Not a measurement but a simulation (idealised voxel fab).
voxel double patterning: a process module
For reference, the cross-section in this document is cut, with width 205 nm and square cells of 5 nm.
Cross-section = grid of square cells, listed top down in bands; band = one or more rows.
Band: top and bottom heights (nm) first, top before bottom; then materials from left to right, widths in nm. "throughout" marks a sole material filling the band edge to edge. "air" denotes empty space.
Heights are expressed relative to 0, this being the level below which the as-received wafer comprises one material exclusively. The lowest band is unbounded in the downward direction and is denoted as in "0 and below".
Width "30 to 40": first value at the band's top row of cells, second value at its bottom row, equal change from row to row.
The cross-section has no changed cell in any step marked "no modification".
Heads up: "Listed closed voids" only lists the empty pockets with no open path to the top that are 8 cells or more, and it writes them as width x height at distance, distance from the left edge, in nm.
Post-settings text on a step line: simulator's own remark regarding the step.
"overlay nm" denotes, for a step that has a mask, the displacement of the mask to the right of its planned place, with negative values corresponding to the left.

### List of planned process steps
- 1: op RECEIVE | material Si
- 2: op CONFORMAL_DEP | material SiO2 | thk nm 5
- 3: op DIRECTIONAL_DEP | material W | thk nm 10
- 4: op DIRECTIONAL_DEP | material SiN | thk nm 10
- 5: op PATTERN | tone open | mask id FIRST | material resist | width nm 15 | pitch nm 50 | thk nm 15 | overlay nm 0
- 6: op DIRECTIONAL_ETCH | etch materials SiN | depth nm 10
- 7: op STRIP | etch materials resist
- 8: op MASKED_ETCH | tone open | mask id SECOND | width nm 15 | etch materials SiN | depth nm 10 | overlay nm 0
- 9: op DIRECTIONAL_ETCH | etch materials W | depth nm 10
- 10: op STRIP | etch materials SiN

### Wafer at receipt (post step 1), cross-section
> 0 and below = Si throughout
> Listed closed voids: none

### Cross-section, end of module. Start: as above. Plan: as above. Execution: one mistake
> 15 down to 5 = 95 of air  15 of W  95 of air
> 5 down to 0 = SiO2 throughout
> 0 and below = Si throughout
> Listed closed voids: none
Nonconformance to the process plan: off-plan run, step 8, actual operation and settings op MASKED_ETCH | tone cover | mask id SECOND | width nm 15 | etch materials SiN | depth nm 10 | overlay nm 0
